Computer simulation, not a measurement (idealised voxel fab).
Proc. module: voxel gate over fins
FYI the section here is cut, 235 nm wide, cells are 5 nm squares.
For the purposes of this document, a cross-section shall be understood as a grid of square cells, specified as bands listed in top-to-bottom order, each band consisting of one or more rows of cells.
In this notation a band is specified by the heights of its top and bottom, in that order and in nm, after which its materials appear from left to right, each paired with its width in nm. The word "everywhere" attached to a single material means that material fills the band from edge to edge; the word "empty" stands for empty space.
Height datum 0, below which the as-received substrate wafer is one material. Lowest band open at the bottom, running downward: "0..down".
When a width is written as two numbers, as in "30->40", the first number is the width in the top row of cells of the band and the second is the width in its bottom row, and the width changes by the same amount from each row to the next.
When a step is marked "remained unchanged", none of the cells in the cross-section changed during that step.
"Closed void inventory" specifies each empty space that is not open to the top and that occupies no fewer than 8 cells, using the form width x height at distance, the distance measured from the left edge and all three quantities in nm.
after a step's settings: what the simulator itself notes on the step
"overlay nm" on a masked step: distance the mask lay right of its planned place, negative for left.
Below you will find pairs of cross-sections. In each, one shows the wafer before one process step and the other after it, with the after view ending at the lowest band that changed. Under each pair is the step separating them, along with its settings. Do not assume the pairs form a chain: they can come from different runs of this module on the same starting wafer, and a pair continues from the pair above it only when its "Prior to step" entry says so.
PRIOR TO STEP
- 10..0  SiO2 55  SiN 15  SiO2 5  empty 25  SiO2 10  SiN 15  SiO2 40  SiN 15  SiO2 55
- 0..-35  SiO2 60  Si 5  SiO2 10  empty 25  SiO2 15  Si 5  SiO2 50  Si 5  SiO2 60
- -35..-45  SiO2 60  Si 5  SiO2 50  Si 5  SiO2 50  Si 5  SiO2 60
- -45..down  Si everywhere
- Closed void inventory: none
SECTIONAL VIEW, POST-PROCESS
- 15..10  TiN 80  empty 15  TiN 140
- 10..0  SiO2 55  SiN 15  SiO2 5  TiN 5  empty 15  TiN 5  SiO2 10  SiN 15  SiO2 40  SiN 15  SiO2 55
- 0..-30  SiO2 60  Si 5  SiO2 10  TiN 5  empty 15  TiN 5  SiO2 15  Si 5  SiO2 50  Si 5  SiO2 60
- -30..-35  SiO2 60  Si 5  SiO2 10  TiN 25  SiO2 15  Si 5  SiO2 50  Si 5  SiO2 60
- Unchanged below -35.
- Closed void inventory: none
In between the cross-sections above, the run called for CONFORMAL_DEP, material TiN, thk nm 5
Prior to step: we pick up right where the pair above leaves off, with its after cross-section.
SECTIONAL VIEW, POST-PROCESS
- 25..15  Ru everywhere
- 15..10  TiN 80  Ru 15  TiN 140
- 10..0  SiO2 55  SiN 15  SiO2 5  TiN 5  Ru 15  TiN 5  SiO2 10  SiN 15  SiO2 40  SiN 15  SiO2 55
- 0..-30  SiO2 60  Si 5  SiO2 10  TiN 5  Ru 15  TiN 5  SiO2 15  Si 5  SiO2 50  Si 5  SiO2 60
- Unchanged below -30.
- Closed void inventory: none
In between the cross-sections above, the run called for FILL_DEP, material Ru, thk nm 10
Prior to step: we pick up right where the pair above leaves off, with its after cross-section.
SECTIONAL VIEW, POST-PROCESS
- 10..0  SiO2 55  SiN 15  SiO2 5  TiN 5  Ru 15  TiN 5  SiO2 10  SiN 15  SiO2 40  SiN 15  SiO2 55
- Unchanged below 0.
- Closed void inventory: none
In between the cross-sections above, the run called for CMP, height nm 10
Prior to step: we pick up right where the pair above leaves off, with its after cross-section.
SECTIONAL VIEW, POST-PROCESS
- 10..0  SiO2 55  SiN 15  SiO2 5  empty 25  SiO2 10  SiN 15  SiO2 40  SiN 15  SiO2 55
- 0..-20  SiO2 60  Si 5  SiO2 10  empty 25  SiO2 15  Si 5  SiO2 50  Si 5  SiO2 60
- Unchanged below -20.
- Closed void inventory: none
In between the cross-sections above, the run called for SELECTIVE_ETCH, etch materials W Ru TiN, depth nm 30
Prior to step: we pick up right where the pair above leaves off, with its after cross-section.
SECTIONAL VIEW, POST-PROCESS
- 15..10  SiO2 everywhere
- 10..0  SiO2 55  SiN 15  SiO2 40  SiN 15  SiO2 40  SiN 15  SiO2 55
- 0..-20  SiO2 60  Si 5  SiO2 50  Si 5  SiO2 50  Si 5  SiO2 60
- Unchanged below -20.
- Closed void inventory: none
In between the cross-sections above, the run called for FILL_DEP, material SiO2, thk nm 5
Prior to step: we pick up right where the pair above leaves off, with its after cross-section.
SECTIONAL VIEW, POST-PROCESS
- 10..0  SiO2 55  SiN 15  SiO2 40  SiN 15  SiO2 40  SiN 15  SiO2 55
- Unchanged below 0.
- Closed void inventory: none
In between the cross-sections above, the run called for CMP, height nm 10
Prior to step: we pick up right where the pair above leaves off, with its after cross-section.
SECTIONAL VIEW, POST-PROCESS
- 10..0  empty 55  SiN 15  empty 40  SiN 15  empty 40  SiN 15  empty 55
- 0..-15  empty 60  Si 5  empty 50  Si 5  empty 50  Si 5  empty 60
- Unchanged below -15.
- Closed void inventory: none
In between the cross-sections above, the run called for SELECTIVE_ETCH, etch materials SiO2, depth nm 25
Prior to step: we pick up right where the pair above leaves off, with its after cross-section.
SECTIONAL VIEW, POST-PROCESS
- 0..-15  empty 60  Si 5  empty 50  Si 5  empty 50  Si 5  empty 60
- Unchanged below -15.
- Closed void inventory: none
In between the cross-sections above, the run called for STRIP, etch materials SiN
Prior to step: we pick up right where the pair above leaves off, with its after cross-section.
SECTIONAL VIEW, POST-PROCESS
- 5..0  empty 55  HfO2 15  empty 40  HfO2 15  empty 40  HfO2 15  empty 55
- 0..-10  empty 55  HfO2 5  Si 5  HfO2 5  empty 40  HfO2 5  Si 5  HfO2 5  empty 40  HfO2 5  Si 5  HfO2 5  empty 55
- -10..-15  HfO2 60  Si 5  HfO2 50  Si 5  HfO2 50  Si 5  HfO2 60
- Unchanged below -15.
- Closed void inventory: none
In between the cross-sections above, the run called for CONFORMAL_DEP, material HfO2, thk nm 5
Prior to step: we pick up right where the pair above leaves off, with its after cross-section.
SECTIONAL VIEW, POST-PROCESS
- 10..5  empty 50  TiN 25  empty 30  TiN 25  empty 30  TiN 25  empty 50
- 5..0  empty 50  TiN 5  HfO2 15  TiN 5  empty 30  TiN 5  HfO2 15  TiN 5  empty 30  TiN 5  HfO2 15  TiN 5  empty 50
- 0..-5  empty 50  TiN 5  HfO2 5  Si 5  HfO2 5  TiN 5  empty 30  TiN 5  HfO2 5  Si 5  HfO2 5  TiN 5  empty 30  TiN 5  HfO2 5  Si 5  HfO2 5  TiN 5  empty 50
- -5..-10  TiN 55  HfO2 5  Si 5  HfO2 5  TiN 40  HfO2 5  Si 5  HfO2 5  TiN 40  HfO2 5  Si 5  HfO2 5  TiN 55
- Unchanged below -10.
- Closed void inventory: none
In between the cross-sections above, the run called for CONFORMAL_DEP, material TiN, thk nm 5
Prior to step: we pick up right where the pair above leaves off, with its after cross-section.
SECTIONAL VIEW, POST-PROCESS
- 20..10  W everywhere
- 10..5  W 50  TiN 25  W 30  TiN 25  W 30  TiN 25  W 50
- 5..0  W 50  TiN 5  HfO2 15  TiN 5  W 30  TiN 5  HfO2 15  TiN 5  W 30  TiN 5  HfO2 15  TiN 5  W 50
- 0..-5  W 50  TiN 5  HfO2 5  Si 5  HfO2 5  TiN 5  W 30  TiN 5  HfO2 5  Si 5  HfO2 5  TiN 5  W 30  TiN 5  HfO2 5  Si 5  HfO2 5  TiN 5  W 50
- Unchanged below -5.
- Closed void inventory: none
In between the cross-sections above, the run called for FILL_DEP, material W, thk nm 10
Prior to step: we pick up right where the pair above leaves off, with its after cross-section.
SECTIONAL VIEW, POST-PROCESS
- 15..10  W everywhere
- Unchanged below 10.
- Closed void inventory: none
In between the cross-sections above, the run called for CMP, height nm 15
Prior to step: we pick up right where the pair above leaves off, with its after cross-section.
SECTIONAL VIEW, POST-PROCESS
- 25..15  SiN everywhere
- Unchanged below 15.
- Closed void inventory: none
In between the cross-sections above, the run called for CONFORMAL_DEP, material SiN, thk nm 10
PRIOR TO STEP
- 10..0  SiN everywhere
- 0..down  Si everywhere
- Closed void inventory: none
SECTIONAL VIEW, POST-PROCESS
- 25..10  empty 60  resist 15  empty 40  resist 15  empty 40  resist 15  empty 50
- Unchanged below 10.
- Closed void inventory: none
In between the cross-sections above, the run called for PATTERN, tone cover, mask id FINS, material resist, width nm 15, pitch nm 55, thk nm 15, overlay nm 5
Prior to step: we pick up right where the pair above leaves off, with its after cross-section.
SECTIONAL VIEW, POST-PROCESS
- 25..10  empty 60  resist 15  empty 40  resist 15  empty 40  resist 15  empty 50
- 10..0  empty 60  SiN 15  empty 40  SiN 15  empty 40  SiN 15  empty 50
- Unchanged below 0.
- Closed void inventory: none
In between the cross-sections above, the run called for DIRECTIONAL_ETCH, etch materials SiN, depth nm 10
Prior to step: we pick up right where the pair above leaves off, with its after cross-section.
SECTIONAL VIEW, POST-PROCESS
- 25..10  empty 60  resist 15  empty 40  resist 15  empty 40  resist 15  empty 50
- 10..0  empty 60  SiN 15  empty 40  SiN 15  empty 40  SiN 15  empty 50
- 0..-40  empty 60  Si 15  empty 40  Si 15  empty 40  Si 15  empty 50
- Unchanged below -40.
- Closed void inventory: none
In between the cross-sections above, the run called for DIRECTIONAL_ETCH, etch materials Si, depth nm 40
Prior to step: we pick up right where the pair above leaves off, with its after cross-section.
SECTIONAL VIEW, POST-PROCESS
- 10..0  empty 60  SiN 15  empty 40  SiN 15  empty 40  SiN 15  empty 50
- Unchanged below 0.
- Closed void inventory: none
In between the cross-sections above, the run called for STRIP, etch materials resist
Prior to step: we pick up right where the pair above leaves off, with its after cross-section.
SECTIONAL VIEW, POST-PROCESS
- 10..0  empty 60  SiN 15  empty 40  SiN 15  empty 40  SiN 15  empty 50
- 0..-40  empty 60  SiO2 5  Si 5  SiO2 5  empty 40  SiO2 5  Si 5  SiO2 5  empty 40  SiO2 5  Si 5  SiO2 5  empty 50
- -40..-45  SiO2 65  Si 5  SiO2 50  Si 5  SiO2 50  Si 5  SiO2 55
- Unchanged below -45.
- Closed void inventory: none
In between the cross-sections above, the run called for OXIDIZE, depth nm 5
Prior to step: we pick up right where the pair above leaves off, with its after cross-section.
SECTIONAL VIEW, POST-PROCESS
- 15..10  SiO2 everywhere
- 10..0  SiO2 60  SiN 15  SiO2 40  SiN 15  SiO2 40  SiN 15  SiO2 50
- 0..-45  SiO2 65  Si 5  SiO2 50  Si 5  SiO2 50  Si 5  SiO2 55
- Unchanged below -45.
- Closed void inventory: none
In between the cross-sections above, the run called for FILL_DEP, material SiO2, thk nm 5
Prior to step: we pick up right where the pair above leaves off, with its after cross-section.
SECTIONAL VIEW, POST-PROCESS
- 10..0  SiO2 60  SiN 15  SiO2 40  SiN 15  SiO2 40  SiN 15  SiO2 50
- Unchanged below 0.
- Closed void inventory: none
In between the cross-sections above, the run called for CMP, height nm 10
Prior to step: we pick up right where the pair above leaves off, with its after cross-section.
SECTIONAL VIEW, POST-PROCESS
- 25..10  aC everywhere
- Unchanged below 10.
- Closed void inventory: none
In between the cross-sections above, the run called for DIRECTIONAL_DEP, material aC, thk nm 15
Prior to step: we pick up right where the pair above leaves off, with its after cross-section.
SECTIONAL VIEW, POST-PROCESS
- 55..25  resist 80  empty 15  resist 140
- Unchanged below 25.
- Closed void inventory: none
In between the cross-sections above, the run called for PATTERN, tone open, mask id RAIL, material resist, width nm 15, thk nm 30, overlay nm 0
Prior to step: we pick up right where the pair above leaves off, with its after cross-section.
SECTIONAL VIEW, POST-PROCESS
- 40..25  resist 80  empty 15  resist 140
- 25..10  aC 80  empty 15  aC 140
- Unchanged below 10.
- Closed void inventory: none
In between the cross-sections above, the run called for DIRECTIONAL_ETCH, etch materials aC, depth nm 15
Prior to step: we pick up right where the pair above leaves off, with its after cross-section.
SECTIONAL VIEW, POST-PROCESS
- 25..10  aC 80  empty 15  aC 140
- Unchanged below 10.
- Closed void inventory: none
In between the cross-sections above, the run called for STRIP, etch materials resist
Prior to step: we pick up right where the pair above leaves off, with its after cross-section.
SECTIONAL VIEW, POST-PROCESS
- 25..10  aC 80  empty 15  aC 140
- 10..0  SiO2 60  SiN 15  SiO2 5  empty 15  SiO2 20  SiN 15  SiO2 40  SiN 15  SiO2 50
- 0..-35  SiO2 65  Si 5  SiO2 10  empty 15  SiO2 25  Si 5  SiO2 50  Si 5  SiO2 55
- Unchanged below -35.
- Closed void inventory: none
In between the cross-sections above, the run called for DIRECTIONAL_ETCH, etch materials SiO2, depth nm 45
Prior to step: we pick up right where the pair above leaves off, with its after cross-section.
SECTIONAL VIEW, POST-PROCESS
- 10..0  SiO2 60  SiN 15  SiO2 5  empty 15  SiO2 20  SiN 15  SiO2 40  SiN 15  SiO2 50
- Unchanged below 0.
- Closed void inventory: none
In between the cross-sections above, the run called for STRIP, etch materials aC
Prior to step: we pick up right where the pair above leaves off, with its after cross-section.
SECTIONAL VIEW, POST-PROCESS
- 15..10  TiN 85  empty 5  TiN 145
- 10..0  SiO2 60  SiN 15  SiO2 5  TiN 5  empty 5  TiN 5  SiO2 20  SiN 15  SiO2 40  SiN 15  SiO2 50
- 0..-30  SiO2 65  Si 5  SiO2 10  TiN 5  empty 5  TiN 5  SiO2 25  Si 5  SiO2 50  Si 5  SiO2 55
- -30..-35  SiO2 65  Si 5  SiO2 10  TiN 15  SiO2 25  Si 5  SiO2 50  Si 5  SiO2 55
- Unchanged below -35.
- Closed void inventory: none
In between the cross-sections above, the run called for CONFORMAL_DEP, material TiN, thk nm 5
Prior to step: we pick up right where the pair above leaves off, with its after cross-section.
SECTIONAL VIEW, POST-PROCESS
- 25..15  Ru everywhere
- 15..10  TiN 85  Ru 5  TiN 145
- 10..0  SiO2 60  SiN 15  SiO2 5  TiN 5  Ru 5  TiN 5  SiO2 20  SiN 15  SiO2 40  SiN 15  SiO2 50
- 0..-30  SiO2 65  Si 5  SiO2 10  TiN 5  Ru 5  TiN 5  SiO2 25  Si 5  SiO2 50  Si 5  SiO2 55
- Unchanged below -30.
- Closed void inventory: none
In between the cross-sections above, the run called for FILL_DEP, material Ru, thk nm 10
Prior to step: we pick up right where the pair above leaves off, with its after cross-section.
SECTIONAL VIEW, POST-PROCESS
- 10..0  SiO2 60  SiN 15  SiO2 5  TiN 5  Ru 5  TiN 5  SiO2 20  SiN 15  SiO2 40  SiN 15  SiO2 50
- Unchanged below 0.
- Closed void inventory: none
In between the cross-sections above, the run called for CMP, height nm 10
Prior to step: we pick up right where the pair above leaves off, with its after cross-section.
SECTIONAL VIEW, POST-PROCESS
- 10..0  SiO2 60  SiN 15  SiO2 5  empty 15  SiO2 20  SiN 15  SiO2 40  SiN 15  SiO2 50
- 0..-20  SiO2 65  Si 5  SiO2 10  empty 15  SiO2 25  Si 5  SiO2 50  Si 5  SiO2 55
- Unchanged below -20.
- Closed void inventory: none
In between the cross-sections above, the run called for SELECTIVE_ETCH, etch materials W Ru TiN, depth nm 30
Prior to step: we pick up right where the pair above leaves off, with its after cross-section.
SECTIONAL VIEW, POST-PROCESS
- 15..10  SiO2 everywhere
- 10..0  SiO2 60  SiN 15  SiO2 40  SiN 15  SiO2 40  SiN 15  SiO2 50
- 0..-20  SiO2 65  Si 5  SiO2 50  Si 5  SiO2 50  Si 5  SiO2 55
- Unchanged below -20.
- Closed void inventory: none
In between the cross-sections above, the run called for FILL_DEP, material SiO2, thk nm 5
Prior to step: we pick up right where the pair above leaves off, with its after cross-section.
SECTIONAL VIEW, POST-PROCESS
- 10..0  SiO2 60  SiN 15  SiO2 40  SiN 15  SiO2 40  SiN 15  SiO2 50
- Unchanged below 0.
- Closed void inventory: none
In between the cross-sections above, the run called for CMP, height nm 10
Prior to step: we pick up right where the pair above leaves off, with its after cross-section.
SECTIONAL VIEW, POST-PROCESS
- 10..0  empty 60  SiN 15  empty 40  SiN 15  empty 40  SiN 15  empty 50
- 0..-15  empty 65  Si 5  empty 50  Si 5  empty 50  Si 5  empty 55
- Unchanged below -15.
- Closed void inventory: none
In between the cross-sections above, the run called for SELECTIVE_ETCH, etch materials SiO2, depth nm 25
Prior to step: we pick up right where the pair above leaves off, with its after cross-section.
SECTIONAL VIEW, POST-PROCESS
- 0..-15  empty 65  Si 5  empty 50  Si 5  empty 50  Si 5  empty 55
- Unchanged below -15.
- Closed void inventory: none
In between the cross-sections above, the run called for STRIP, etch materials SiN
Prior to step: we pick up right where the pair above leaves off, with its after cross-section.
SECTIONAL VIEW, POST-PROCESS
- 5..0  empty 60  HfO2 15  empty 40  HfO2 15  empty 40  HfO2 15  empty 50
- 0..-10  empty 60  HfO2 5  Si 5  HfO2 5  empty 40  HfO2 5  Si 5  HfO2 5  empty 40  HfO2 5  Si 5  HfO2 5  empty 50
- -10..-15  HfO2 65  Si 5  HfO2 50  Si 5  HfO2 50  Si 5  HfO2 55
- Unchanged below -15.
- Closed void inventory: none
In between the cross-sections above, the run called for CONFORMAL_DEP, material HfO2, thk nm 5
Prior to step: we pick up right where the pair above leaves off, with its after cross-section.
SECTIONAL VIEW, POST-PROCESS
- 10..5  empty 55  TiN 25  empty 30  TiN 25  empty 30  TiN 25  empty 45
- 5..0  empty 55  TiN 5  HfO2 15  TiN 5  empty 30  TiN 5  HfO2 15  TiN 5  empty 30  TiN 5  HfO2 15  TiN 5  empty 45
- 0..-5  empty 55  TiN 5  HfO2 5  Si 5  HfO2 5  TiN 5  empty 30  TiN 5  HfO2 5  Si 5  HfO2 5  TiN 5  empty 30  TiN 5  HfO2 5  Si 5  HfO2 5  TiN 5  empty 45
- -5..-10  TiN 60  HfO2 5  Si 5  HfO2 5  TiN 40  HfO2 5  Si 5  HfO2 5  TiN 40  HfO2 5  Si 5  HfO2 5  TiN 50
- Unchanged below -10.
- Closed void inventory: none
In between the cross-sections above, the run called for CONFORMAL_DEP, material TiN, thk nm 5
Prior to step: we pick up right where the pair above leaves off, with its after cross-section.
SECTIONAL VIEW, POST-PROCESS
- 20..10  W everywhere
- 10..5  W 55  TiN 25  W 30  TiN 25  W 30  TiN 25  W 45
- 5..0  W 55  TiN 5  HfO2 15  TiN 5  W 30  TiN 5  HfO2 15  TiN 5  W 30  TiN 5  HfO2 15  TiN 5  W 45
- 0..-5  W 55  TiN 5  HfO2 5  Si 5  HfO2 5  TiN 5  W 30  TiN 5  HfO2 5  Si 5  HfO2 5  TiN 5  W 30  TiN 5  HfO2 5  Si 5  HfO2 5  TiN 5  W 45
- Unchanged below -5.
- Closed void inventory: none
In between the cross-sections above, the run called for FILL_DEP, material W, thk nm 10
Prior to step: we pick up right where the pair above leaves off, with its after cross-section.
SECTIONAL VIEW, POST-PROCESS
- 15..10  W everywhere
- Unchanged below 10.
- Closed void inventory: none
In between the cross-sections above, the run called for CMP, height nm 15
Prior to step: we pick up right where the pair above leaves off, with its after cross-section.
SECTIONAL VIEW, POST-PROCESS
- 25..15  SiN everywhere
- Unchanged below 15.
- Closed void inventory: none
In between the cross-sections above, the run called for CONFORMAL_DEP, material SiN, thk nm 10
PRIOR TO STEP
- 10..0  SiO2 55  SiN 15  SiO2 10  empty 15  SiO2 15  SiN 15  SiO2 40  SiN 15  SiO2 55
- 0..-35  SiO2 60  Si 5  SiO2 15  empty 15  SiO2 20  Si 5  SiO2 50  Si 5  SiO2 60
- -35..-45  SiO2 60  Si 5  SiO2 50  Si 5  SiO2 50  Si 5  SiO2 60
- -45..down  Si everywhere
- Closed void inventory: none
SECTIONAL VIEW, POST-PROCESS
- 15..10  SiN 85  empty 5  SiN 145
- 10..0  SiO2 55  SiN 15  SiO2 10  SiN 5  empty 5  SiN 5  SiO2 15  SiN 15  SiO2 40  SiN 15  SiO2 55
- 0..-30  SiO2 60  Si 5  SiO2 15  SiN 5  empty 5  SiN 5  SiO2 20  Si 5  SiO2 50  Si 5  SiO2 60
- -30..-35  SiO2 60  Si 5  SiO2 15  SiN 15  SiO2 20  Si 5  SiO2 50  Si 5  SiO2 60
- Unchanged below -35.
- Closed void inventory: none
In between the cross-sections above, the run called for CONFORMAL_DEP, material SiN, thk nm 5
Prior to step: we pick up right where the pair above leaves off, with its after cross-section.
SECTIONAL VIEW, POST-PROCESS
- 25..15  Ru everywhere
- 15..10  SiN 85  Ru 5  SiN 145
- 10..0  SiO2 55  SiN 15  SiO2 10  SiN 5  Ru 5  SiN 5  SiO2 15  SiN 15  SiO2 40  SiN 15  SiO2 55
- 0..-30  SiO2 60  Si 5  SiO2 15  SiN 5  Ru 5  SiN 5  SiO2 20  Si 5  SiO2 50  Si 5  SiO2 60
- Unchanged below -30.
- Closed void inventory: none
In between the cross-sections above, the run called for FILL_DEP, material Ru, thk nm 10
Prior to step: we pick up right where the pair above leaves off, with its after cross-section.
SECTIONAL VIEW, POST-PROCESS
- 10..0  SiO2 55  SiN 15  SiO2 10  SiN 5  Ru 5  SiN 5  SiO2 15  SiN 15  SiO2 40  SiN 15  SiO2 55
- Unchanged below 0.
- Closed void inventory: none
In between the cross-sections above, the run called for CMP, height nm 10
Prior to step: we pick up right where the pair above leaves off, with its after cross-section.
SECTIONAL VIEW, POST-PROCESS
- 10..0  SiO2 55  SiN 15  SiO2 10  SiN 5  empty 5  SiN 5  SiO2 15  SiN 15  SiO2 40  SiN 15  SiO2 55
- 0..-20  SiO2 60  Si 5  SiO2 15  SiN 5  empty 5  SiN 5  SiO2 20  Si 5  SiO2 50  Si 5  SiO2 60
- Unchanged below -20.
- Closed void inventory: none
In between the cross-sections above, the run called for SELECTIVE_ETCH, etch materials W Ru TiN, depth nm 30
Prior to step: we pick up right where the pair above leaves off, with its after cross-section.
SECTIONAL VIEW, POST-PROCESS
- 15..10  SiO2 everywhere
- 10..0  SiO2 55  SiN 15  SiO2 10  SiN 5  SiO2 5  SiN 5  SiO2 15  SiN 15  SiO2 40  SiN 15  SiO2 55
- 0..-20  SiO2 60  Si 5  SiO2 15  SiN 5  SiO2 5  SiN 5  SiO2 20  Si 5  SiO2 50  Si 5  SiO2 60
- Unchanged below -20.
- Closed void inventory: none
In between the cross-sections above, the run called for FILL_DEP, material SiO2, thk nm 5
Prior to step: we pick up right where the pair above leaves off, with its after cross-section.
SECTIONAL VIEW, POST-PROCESS
- 10..0  SiO2 55  SiN 15  SiO2 10  SiN 5  SiO2 5  SiN 5  SiO2 15  SiN 15  SiO2 40  SiN 15  SiO2 55
- Unchanged below 0.
- Closed void inventory: none
In between the cross-sections above, the run called for CMP, height nm 10
Prior to step: we pick up right where the pair above leaves off, with its after cross-section.
SECTIONAL VIEW, POST-PROCESS
- 10..0  empty 55  SiN 15  empty 10  SiN 5  empty 5  SiN 5  empty 15  SiN 15  empty 40  SiN 15  empty 55
- 0..-15  empty 60  Si 5  empty 15  SiN 5  empty 5  SiN 5  empty 20  Si 5  empty 50  Si 5  empty 60
- Unchanged below -15.
- Closed void inventory: none
In between the cross-sections above, the run called for SELECTIVE_ETCH, etch materials SiO2, depth nm 25
Prior to step: we pick up right where the pair above leaves off, with its after cross-section.
SECTIONAL VIEW, POST-PROCESS
- 0..-15  empty 60  Si 5  empty 50  Si 5  empty 50  Si 5  empty 60
- -15..-35  SiO2 60  Si 5  SiO2 15  empty 15  SiO2 20  Si 5  SiO2 50  Si 5  SiO2 60
- Unchanged below -35.
- Closed void inventory: none
In between the cross-sections above, the run called for STRIP, etch materials SiN
Prior to step: we pick up right where the pair above leaves off, with its after cross-section.
SECTIONAL VIEW, POST-PROCESS
- 5..0  empty 55  HfO2 15  empty 40  HfO2 15  empty 40  HfO2 15  empty 55
- 0..-10  empty 55  HfO2 5  Si 5  HfO2 5  empty 40  HfO2 5  Si 5  HfO2 5  empty 40  HfO2 5  Si 5  HfO2 5  empty 55
- -10..-15  HfO2 60  Si 5  HfO2 20  empty 5  HfO2 25  Si 5  HfO2 50  Si 5  HfO2 60
- -15..-30  SiO2 60  Si 5  SiO2 15  HfO2 5  empty 5  HfO2 5  SiO2 20  Si 5  SiO2 50  Si 5  SiO2 60
- -30..-35  SiO2 60  Si 5  SiO2 15  HfO2 15  SiO2 20  Si 5  SiO2 50  Si 5  SiO2 60
- Unchanged below -35.
- Closed void inventory: none
In between the cross-sections above, the run called for CONFORMAL_DEP, material HfO2, thk nm 5
Prior to step: we pick up right where the pair above leaves off, with its after cross-section.
SECTIONAL VIEW, POST-PROCESS
- 10..5  empty 50  TiN 25  empty 30  TiN 25  empty 30  TiN 25  empty 50
- 5..0  empty 50  TiN 5  HfO2 15  TiN 5  empty 30  TiN 5  HfO2 15  TiN 5  empty 30  TiN 5  HfO2 15  TiN 5  empty 50
- 0..-5  empty 50  TiN 5  HfO2 5  Si 5  HfO2 5  TiN 5  empty 30  TiN 5  HfO2 5  Si 5  HfO2 5  TiN 5  empty 30  TiN 5  HfO2 5  Si 5  HfO2 5  TiN 5  empty 50
- -5..-10  TiN 55  HfO2 5  Si 5  HfO2 5  TiN 40  HfO2 5  Si 5  HfO2 5  TiN 40  HfO2 5  Si 5  HfO2 5  TiN 55
- -10..-15  HfO2 60  Si 5  HfO2 20  TiN 5  HfO2 25  Si 5  HfO2 50  Si 5  HfO2 60
- -15..-30  SiO2 60  Si 5  SiO2 15  HfO2 5  TiN 5  HfO2 5  SiO2 20  Si 5  SiO2 50  Si 5  SiO2 60
- Unchanged below -30.
- Closed void inventory: none
In between the cross-sections above, the run called for CONFORMAL_DEP, material TiN, thk nm 5
Prior to step: we pick up right where the pair above leaves off, with its after cross-section.
SECTIONAL VIEW, POST-PROCESS
- 20..10  W everywhere
- 10..5  W 50  TiN 25  W 30  TiN 25  W 30  TiN 25  W 50
- 5..0  W 50  TiN 5  HfO2 15  TiN 5  W 30  TiN 5  HfO2 15  TiN 5  W 30  TiN 5  HfO2 15  TiN 5  W 50
- 0..-5  W 50  TiN 5  HfO2 5  Si 5  HfO2 5  TiN 5  W 30  TiN 5  HfO2 5  Si 5  HfO2 5  TiN 5  W 30  TiN 5  HfO2 5  Si 5  HfO2 5  TiN 5  W 50
- Unchanged below -5.
- Closed void inventory: none
In between the cross-sections above, the run called for FILL_DEP, material W, thk nm 10
Prior to step: we pick up right where the pair above leaves off, with its after cross-section.
SECTIONAL VIEW, POST-PROCESS
- 15..10  W everywhere
- Unchanged below 10.
- Closed void inventory: none
In between the cross-sections above, the run called for CMP, height nm 15
Prior to step: we pick up right where the pair above leaves off, with its after cross-section.
SECTIONAL VIEW, POST-PROCESS
- 25..15  SiN everywhere
- Unchanged below 15.
- Closed void inventory: none
In between the cross-sections above, the run called for CONFORMAL_DEP, material SiN, thk nm 10
PRIOR TO STEP
- 25..10  aC everywhere
- 10..0  SiO2 55  SiN 15  SiO2 40  SiN 15  SiO2 40  SiN 15  SiO2 55
- 0..-45  SiO2 60  Si 5  SiO2 50  Si 5  SiO2 50  Si 5  SiO2 60
- -45..down  Si everywhere
- Closed void inventory: none
SECTIONAL VIEW, POST-PROCESS
- 55..25  empty 80  resist 15  empty 140
- Unchanged below 25.
- Closed void inventory: none
In between the cross-sections above, the run called for PATTERN, tone cover, mask id RAIL, material resist, width nm 15, thk nm 30, overlay nm 0
Prior to step: we pick up right where the pair above leaves off, with its after cross-section.
SECTIONAL VIEW, POST-PROCESS
- 40..25  empty 80  resist 15  empty 140
- 25..10  empty 80  aC 15  empty 140
- Unchanged below 10.
- Closed void inventory: none
In between the cross-sections above, the run called for DIRECTIONAL_ETCH, etch materials aC, depth nm 15
Prior to step: we pick up right where the pair above leaves off, with its after cross-section.
SECTIONAL VIEW, POST-PROCESS
- 25..10  empty 80  aC 15  empty 140
- Unchanged below 10.
- Closed void inventory: none
In between the cross-sections above, the run called for STRIP, etch materials resist
Prior to step: we pick up right where the pair above leaves off, with its after cross-section.
SECTIONAL VIEW, POST-PROCESS
- 25..10  empty 80  aC 15  empty 140
- 10..0  empty 55  SiN 15  empty 10  SiO2 15  empty 15  SiN 15  empty 40  SiN 15  empty 55
- 0..-35  empty 55  SiO2 5  Si 5  SiO2 5  empty 10  SiO2 15  empty 15  SiO2 5  Si 5  SiO2 5  empty 40  SiO2 5  Si 5  SiO2 5  empty 55
- Unchanged below -35.
- Closed void inventory: none
In between the cross-sections above, the run called for DIRECTIONAL_ETCH, etch materials SiO2, depth nm 45
Prior to step: we pick up right where the pair above leaves off, with its after cross-section.
SECTIONAL VIEW, POST-PROCESS
- 10..0  empty 55  SiN 15  empty 10  SiO2 15  empty 15  SiN 15  empty 40  SiN 15  empty 55
- Unchanged below 0.
- Closed void inventory: none
In between the cross-sections above, the run called for STRIP, etch materials aC
Prior to step: we pick up right where the pair above leaves off, with its after cross-section.
SECTIONAL VIEW, POST-PROCESS
- 15..10  empty 50  TiN 50  empty 5  TiN 25  empty 30  TiN 25  empty 50
- 10..0  empty 50  TiN 5  SiN 15  TiN 10  SiO2 15  TiN 5  empty 5  TiN 5  SiN 15  TiN 5  empty 30  TiN 5  SiN 15  TiN 5  empty 50
- 0..-30  empty 50  TiN 5  SiO2 5  Si 5  SiO2 5  TiN 10  SiO2 15  TiN 5  empty 5  TiN 5  SiO2 5  Si 5  SiO2 5  TiN 5  empty 30  TiN 5  SiO2 5  Si 5  SiO2 5  TiN 5  empty 50
- -30..-35  TiN 55  SiO2 5  Si 5  SiO2 5  TiN 10  SiO2 15  TiN 15  SiO2 5  Si 5  SiO2 5  TiN 40  SiO2 5  Si 5  SiO2 5  TiN 55
- Unchanged below -35.
- Closed void inventory: none
In between the cross-sections above, the run called for CONFORMAL_DEP, material TiN, thk nm 5
Prior to step: we pick up right where the pair above leaves off, with its after cross-section.
SECTIONAL VIEW, POST-PROCESS
- 25..15  Ru everywhere
- 15..10  Ru 50  TiN 50  Ru 5  TiN 25  Ru 30  TiN 25  Ru 50
- 10..0  Ru 50  TiN 5  SiN 15  TiN 10  SiO2 15  TiN 5  Ru 5  TiN 5  SiN 15  TiN 5  Ru 30  TiN 5  SiN 15  TiN 5  Ru 50
- 0..-30  Ru 50  TiN 5  SiO2 5  Si 5  SiO2 5  TiN 10  SiO2 15  TiN 5  Ru 5  TiN 5  SiO2 5  Si 5  SiO2 5  TiN 5  Ru 30  TiN 5  SiO2 5  Si 5  SiO2 5  TiN 5  Ru 50
- Unchanged below -30.
- Closed void inventory: none
In between the cross-sections above, the run called for FILL_DEP, material Ru, thk nm 10
